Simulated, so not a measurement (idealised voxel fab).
process module | voxel self aligned vias
cross-section cut | 280 nm wide | cells 5 nm
A cross-section is a grid of square cells, given in bands from the top down. A band is one or more rows of cells.
Each band's line starts with the height of the band's top and of its bottom, in nm. Then come its materials from left to right, each with its width in nm. One material with "throughout" fills the band from edge to edge. "air" is empty space.
Height 0 is the level under which the wafer as received is all one material. The lowest band goes on downwards, as in "0 down".
A width such as "30 to 40" changes by the same amount from each row of cells to the next, from the band's top row to its bottom row.
"no change" after a step means that no cell of the cross-section changed.
closed voids: empty space of 8 cells or more with no open way to the top, each as width x height at its distance from the left edge, in nm
after a step's settings: what the simulator itself notes on the step
overlay nm, on a step with a mask: how far to the right of its planned place the mask lay; to the left if negative
plan
1 op RECEIVE | material Si
2 op CONFORMAL_DEP | material SiO2 | thk nm 15
3 op CONFORMAL_DEP | material SiCN | thk nm 5
4 op DIRECTIONAL_DEP | material lowk | thk nm 30
5 op MASKED_ETCH | tone open | mask id LINES | width nm 30 | pitch nm 75 | etch materials lowk | depth nm 30 | overlay nm 0
6 op CONFORMAL_DEP | material TiN | thk nm 5
7 op FILL_DEP | material W | thk nm 10
8 op CMP | height nm 50
9 op SELECTIVE_ETCH | etch materials W Ru TiN | depth nm 10
10 op FILL_DEP | material SiN | thk nm 10
11 op CMP | height nm 50
12 op DIRECTIONAL_DEP | material lowk | thk nm 20
13 op MASKED_ETCH | tone open | mask id VIAS | width nm 50 | etch materials lowk | depth nm 20 | overlay nm 0
14 op MASKED_ETCH | tone open | mask id VIAS | width nm 50 | etch materials SiN | depth nm 10 | overlay nm 0
15 op CONFORMAL_DEP | material TiN | thk nm 5
16 op FILL_DEP | material Ru | thk nm 5
17 op CMP | height nm 70
18 op CONFORMAL_DEP | material SiN | thk nm 5
as received, after step 1
  0 down: Si throughout
  closed voids: none
first wafer at the end, as planned
  75 to 70: SiN throughout
  70 to 55: lowk 75 | TiN 5 | Ru 40 | TiN 5 | lowk 155
  55 to 50: lowk 75 | TiN 15 | Ru 20 | TiN 15 | lowk 155
  50 to 45: lowk 85 | TiN 5 | Ru 20 | TiN 5 | lowk 45 | SiN 30 | lowk 90
  45 to 40: lowk 85 | TiN 30 | lowk 45 | SiN 30 | lowk 90
  40 to 25: lowk 85 | TiN 5 | W 20 | TiN 5 | lowk 45 | TiN 5 | W 20 | TiN 5 | lowk 90
  25 to 20: lowk 85 | TiN 30 | lowk 45 | TiN 30 | lowk 90
  20 to 15: SiCN throughout
  15 to 0: SiO2 throughout
  0 down: Si throughout
  closed voids: none
second wafer at the end: like start, like plan, one mistake
  75 to 70: SiN throughout
  70 to 55: lowk 75 | TiN 5 | Ru 40 | TiN 5 | lowk 155
  55 to 50: lowk 75 | TiN 15 | Ru 20 | TiN 15 | lowk 155
  50 to 45: lowk 85 | TiN 30 | lowk 45 | SiN 30 | lowk 90
  45 to 40: lowk 85 | SiN 30 | lowk 45 | SiN 30 | lowk 90
  40 to 25: lowk 85 | TiN 5 | W 20 | TiN 5 | lowk 45 | TiN 5 | W 20 | TiN 5 | lowk 90
  25 to 20: lowk 85 | TiN 30 | lowk 45 | TiN 30 | lowk 90
  20 to 15: SiCN throughout
  15 to 0: SiO2 throughout
  0 down: Si throughout
  closed voids: none
what went wrong: step 14 ran as: op MASKED_ETCH | tone open | mask id VIAS | width nm 50 | etch materials SiN | depth nm 5 | overlay nm 0
at the end the second wafer has, in cells: 4 fewer of Ru | 6 more of SiN | 2 fewer of TiN
